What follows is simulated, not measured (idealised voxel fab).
This section sets out a process module, namely voxel ribs on slabs.
Xsec cut, 275 nm wide, square cell size 5 nm.
A cross-section is a grid of square cells, given in bands from the top down. A band is one or more rows of cells.
The entry gives the band's vertical extent as a top height and a bottom height in nm, then its horizontal make-up as materials from left to right, each with a width in nm. "air" stands for empty space; a single material marked "all across" fills the band edge to edge.
Convention: height 0 is the level below which the wafer, as received, is all one material. The lowest band does not terminate at the bottom but continues downward, represented as "top 0, no bottom".
Top row gets the first number, bottom row gets the second, and each row in between changes by the same step: that is how a band width like "30 to 40" works.
The designation "stayed the same", where it is given for a processing step, indicates that no cell of the cross-section was altered in the course of that step.
Under "Listed closed voids" you'll find the enclosed gaps, the ones with no way out to the top, that are 8 cells or bigger; each reads width x height at distance, with distance counted from the left edge, everything in nm.
Where a step's line continues beyond its settings, the continuation is a remark by the simulator itself on that step.
overlay nm: how far to the right of its planned place the mask lay on this masked step (negative: to the left).

# Listed below are the process steps as planned
1. RECEIVE | material Si
2. DIRECTIONAL_DEP | material SiO2 | thk nm 30
3. DIRECTIONAL_DEP | material polySi | thk nm 25
4. MASKED_ETCH | tone cover | mask id RIB | width nm 20 | etch materials polySi | depth nm 5 | overlay nm 0
5. MASKED_ETCH | tone cover | mask id SLAB | width nm 80 | etch materials polySi | depth nm 20 | overlay nm 0
6. FILL_DEP | material SiO2 | thk nm 20
7. CMP | height nm 70
8. DIRECTIONAL_DEP | material TiN | thk nm 10
9. MASKED_ETCH | tone cover | mask id HEATER | width nm 30 | etch materials TiN | depth nm 10 | overlay nm 0
10. CONFORMAL_DEP | material SiN | thk nm 10

# Incoming wafer in cross-section (state: after step 1)
    top 0, no bottom = Si all across
    Listed closed voids: none

# Module complete - cross-section of the first of two wafers, run according to plan
    top 90, bottom 80 = air 110 / SiN 50 / air 115
    top 80, bottom 70 = SiN 120 / TiN 30 / SiN 125
    top 70, bottom 55 = SiO2 all across
    top 55, bottom 50 = SiO2 125 / polySi 20 / SiO2 130
    top 50, bottom 30 = SiO2 95 / polySi 80 / SiO2 100
    top 30, bottom 0 = SiO2 all across
    top 0, no bottom = Si all across
    Listed closed voids: none

# Wafer two (of two), end-of-module cross-section: start = wafer one, plan = wafer one, one run mistake
    top 90, bottom 80 = air 110 / SiN 50 / air 115
    top 80, bottom 70 = SiN 120 / TiN 30 / SiN 125
    top 70, bottom 55 = SiO2 all across
    top 55, bottom 50 = SiO2 95 / polySi 30 / SiO2 20 / polySi 30 / SiO2 100
    top 50, bottom 35 = SiO2 95 / polySi 80 / SiO2 100
    top 35, bottom 30 = polySi all across
    top 30, bottom 0 = SiO2 all across
    top 0, no bottom = Si all across
    Listed closed voids: none
Nonconformance to the process plan: step 4 deviated from plan and actually ran as MASKED_ETCH | tone open | mask id RIB | width nm 20 | etch materials polySi | depth nm 5 | overlay nm 0
The closing comparison, in cells, has the second wafer with more or fewer of some materials than the first: -47 SiO2; +47 polySi
